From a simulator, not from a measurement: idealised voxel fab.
voxel transistor to metal: a process module
cross-section cut | 200 nm wide | cells 5 nm
The cross-sections in this document take the form of a grid made of square cells. They are written out as bands, in order from top to bottom. Each band consists of one or more rows of cells. Read a band's entry like this: the first values are the height of its top and the height of its bottom in nm, and what follows is the sequence of materials from left to right, each with its width in nm. Note that "air" is empty space, and that a single material marked "all across" reaches across the band from edge to edge. Measure heights from 0. That's the level where, below it, the as-received wafer is all one material. The lowest band is bottomless and extends downward; write it as in "0 nm and below". Width "30..40": first value at the band's top row of cells, second value at its bottom row, equal change from row to row. Any step labelled "identical to before" changed none of the cells in the cross-section. Each empty space that has no open way to the top and spans at least 8 cells appears under "Closed internal voids" as width x height at distance, the distance counted from the left edge, all in nm. The remark found on a step's line after its settings is issued by the simulator itself and pertains to that step. On any step carrying a mask, the "overlay nm" setting, if present on the step's line, tells how far right of its planned place the mask lay; negative values point to the left.

# Planned process steps
1) op RECEIVE | material Si
2) op CONFORMAL_DEP | material SiO2 | thk nm 5
3) op CONFORMAL_DEP | material SiN | thk nm 15
4) op DIRECTIONAL_DEP | material aC | thk nm 15
5) op PATTERN | tone cover | mask id ACTIVE | material resist | width nm 125 | thk nm 35 | overlay nm 0
6) op DIRECTIONAL_ETCH | etch materials aC | depth nm 15
7) op STRIP | etch materials resist
8) op DIRECTIONAL_ETCH | etch materials SiN | depth nm 15
9) op DIRECTIONAL_ETCH | etch materials SiO2 | depth nm 5
10) op DIRECTIONAL_ETCH | etch materials Si | depth nm 25
11) op STRIP | etch materials aC
12) op OXIDIZE | depth nm 5
13) op FILL_DEP | material SiO2 | thk nm 5
14) op CMP | height nm 20
15) op SELECTIVE_ETCH | etch materials SiO2 | depth nm 5
16) op STRIP | etch materials SiN
17) op SELECTIVE_ETCH | etch materials SiO2 | depth nm 5
18) op OXIDIZE | depth nm 5
19) op DIRECTIONAL_DEP | material polySi | thk nm 30
20) op DIRECTIONAL_DEP | material SiCN | thk nm 15
21) op PATTERN | tone cover | mask id GATE | material resist | width nm 25 | thk nm 15 | overlay nm 0
22) op DIRECTIONAL_ETCH | etch materials SiCN | depth nm 25
23) op DIRECTIONAL_ETCH | etch materials polySi | depth nm 40
24) op STRIP | etch materials resist
25) op CONFORMAL_DEP | material SiO2 | thk nm 5
26) op DIRECTIONAL_ETCH | etch materials SiO2 | depth nm 5
27) op CONFORMAL_DEP | material SiN | thk nm 5
28) op DIRECTIONAL_ETCH | etch materials SiN | depth nm 5
29) op DIRECTIONAL_ETCH | etch materials SiO2 | depth nm 5
30) op DIRECTIONAL_ETCH | etch materials Si | depth nm 15
31) op EPI | material SiGe | thk nm 20
32) op FILL_DEP | material SiO2 | thk nm 10
33) op CMP | height nm 45
34) op DIRECTIONAL_DEP | material SiO2 | thk nm 15
35) op MASKED_ETCH | tone open | mask id CONTACT | width nm 20 | pitch nm 85 | etch materials SiO2 | depth nm 60 | overlay nm 0
36) op CONFORMAL_DEP | material TiN | thk nm 5
37) op FILL_DEP | material Ru | thk nm 10
38) op CMP | height nm 60
39) op CONFORMAL_DEP | material SiCN | thk nm 5
40) op DIRECTIONAL_DEP | material SiO2 | thk nm 25
41) op DIRECTIONAL_DEP | material aC | thk nm 15
42) op PATTERN | tone open | mask id METAL_1 | material resist | width nm 20 | pitch nm 85 | thk nm 30 | overlay nm 0
43) op DIRECTIONAL_ETCH | etch materials aC | depth nm 15
44) op STRIP | etch materials resist
45) op DIRECTIONAL_ETCH | etch materials SiO2 | depth nm 25
46) op DIRECTIONAL_ETCH | etch materials SiCN | depth nm 5
47) op STRIP | etch materials aC
48) op CONFORMAL_DEP | material TiN | thk nm 5
49) op FILL_DEP | material Ru | thk nm 10
50) op CMP | height nm 90
51) op CONFORMAL_DEP | material SiCN | thk nm 5

# Cross-section of the wafer upon arrival, representing the state reached after step 1
  0 nm and below | Si all across
  Closed internal voids: none

# Here's the cross-section of the first of our two wafers at the end of the module - it ran as planned
  95 nm to 90 nm | SiCN all across
  90 nm to 65 nm | SiO2 45 nm / TiN 5 nm / Ru 10 nm / TiN 5 nm / SiO2 65 nm / TiN 5 nm / Ru 10 nm / TiN 5 nm / SiO2 50 nm
  65 nm to 60 nm | SiCN 45 nm / TiN 20 nm / SiCN 65 nm / TiN 20 nm / SiCN 50 nm
  60 nm to 45 nm | SiO2 45 nm / TiN 5 nm / Ru 10 nm / TiN 5 nm / SiO2 65 nm / TiN 5 nm / Ru 10 nm / TiN 5 nm / SiO2 50 nm
  45 nm to 30 nm | SiO2 45 nm / TiN 5 nm / Ru 10 nm / TiN 5 nm / SiO2 10 nm / SiN 5 nm / SiO2 5 nm / SiCN 25 nm / SiO2 5 nm / SiN 5 nm / SiO2 10 nm / TiN 5 nm / Ru 10 nm / TiN 5 nm / SiO2 50 nm
  30 nm to 20 nm | SiO2 45 nm / TiN 5 nm / Ru 10 nm / TiN 5 nm / SiO2 10 nm / SiN 5 nm / SiO2 5 nm / polySi 25 nm / SiO2 5 nm / SiN 5 nm / SiO2 10 nm / TiN 5 nm / Ru 10 nm / TiN 5 nm / SiO2 50 nm
  20 nm to 15 nm | SiO2 45 nm / TiN 20 nm / SiO2 10 nm / SiN 5 nm / SiO2 5 nm / polySi 25 nm / SiO2 5 nm / SiN 5 nm / SiO2 10 nm / TiN 20 nm / SiO2 50 nm
  15 nm to 10 nm | SiO2 45 nm / TiN 10 nm / SiGe 20 nm / SiN 5 nm / SiO2 5 nm / polySi 25 nm / SiO2 5 nm / SiN 5 nm / SiGe 20 nm / TiN 10 nm / SiO2 50 nm
  10 nm to 0 nm | SiO2 35 nm / SiN 5 nm / SiO2 5 nm / TiN 10 nm / SiGe 20 nm / SiN 5 nm / SiO2 5 nm / polySi 25 nm / SiO2 5 nm / SiN 5 nm / SiGe 20 nm / TiN 10 nm / SiO2 5 nm / SiN 5 nm / SiO2 40 nm
  0 nm to -5 nm | SiO2 40 nm / SiGe 35 nm / SiO2 45 nm / SiGe 35 nm / SiO2 45 nm
  -5 nm to -20 nm | SiO2 40 nm / SiGe 35 nm / Si 45 nm / SiGe 35 nm / SiO2 45 nm
  -20 nm to -30 nm | SiO2 40 nm / Si 115 nm / SiO2 45 nm
  -30 nm and below | Si all across
  Closed internal voids: none

# Wafer two, end of module, cross-section. Same start, same plan as wafer one. One mistake in the run
  95 nm to 90 nm | SiCN all across
  90 nm to 80 nm | SiO2 45 nm / TiN 5 nm / Ru 10 nm / TiN 5 nm / SiO2 65 nm / TiN 5 nm / Ru 10 nm / TiN 5 nm / SiO2 50 nm
  80 nm to 75 nm | SiCN 45 nm / TiN 20 nm / SiCN 65 nm / TiN 20 nm / SiCN 50 nm
  75 nm to 65 nm | Ru all across
  65 nm to 60 nm | TiN 50 nm / Ru 10 nm / TiN 75 nm / Ru 10 nm / TiN 55 nm
  60 nm to 45 nm | SiO2 45 nm / TiN 5 nm / Ru 10 nm / TiN 5 nm / SiO2 65 nm / TiN 5 nm / Ru 10 nm / TiN 5 nm / SiO2 50 nm
  45 nm to 30 nm | SiO2 45 nm / TiN 5 nm / Ru 10 nm / TiN 5 nm / SiO2 10 nm / SiN 5 nm / SiO2 5 nm / SiCN 25 nm / SiO2 5 nm / SiN 5 nm / SiO2 10 nm / TiN 5 nm / Ru 10 nm / TiN 5 nm / SiO2 50 nm
  30 nm to 20 nm | SiO2 45 nm / TiN 5 nm / Ru 10 nm / TiN 5 nm / SiO2 10 nm / SiN 5 nm / SiO2 5 nm / polySi 25 nm / SiO2 5 nm / SiN 5 nm / SiO2 10 nm / TiN 5 nm / Ru 10 nm / TiN 5 nm / SiO2 50 nm
  20 nm to 15 nm | SiO2 45 nm / TiN 20 nm / SiO2 10 nm / SiN 5 nm / SiO2 5 nm / polySi 25 nm / SiO2 5 nm / SiN 5 nm / SiO2 10 nm / TiN 20 nm / SiO2 50 nm
  15 nm to 10 nm | SiO2 45 nm / TiN 10 nm / SiGe 20 nm / SiN 5 nm / SiO2 5 nm / polySi 25 nm / SiO2 5 nm / SiN 5 nm / SiGe 20 nm / TiN 10 nm / SiO2 50 nm
  10 nm to 0 nm | SiO2 35 nm / SiN 5 nm / SiO2 5 nm / TiN 10 nm / SiGe 20 nm / SiN 5 nm / SiO2 5 nm / polySi 25 nm / SiO2 5 nm / SiN 5 nm / SiGe 20 nm / TiN 10 nm / SiO2 5 nm / SiN 5 nm / SiO2 40 nm
  0 nm to -5 nm | SiO2 40 nm / SiGe 35 nm / SiO2 45 nm / SiGe 35 nm / SiO2 45 nm
  -5 nm to -20 nm | SiO2 40 nm / SiGe 35 nm / Si 45 nm / SiGe 35 nm / SiO2 45 nm
  -20 nm to -30 nm | SiO2 40 nm / Si 115 nm / SiO2 45 nm
  -30 nm and below | Si all across
  Closed internal voids: none
what went wrong: yeah, step 38 of the plan got skipped, never ran
End of process, cell counts, second wafer against first, materials with more or fewer: Ru: 72 more | SiO2: 96 fewer | TiN: 24 more
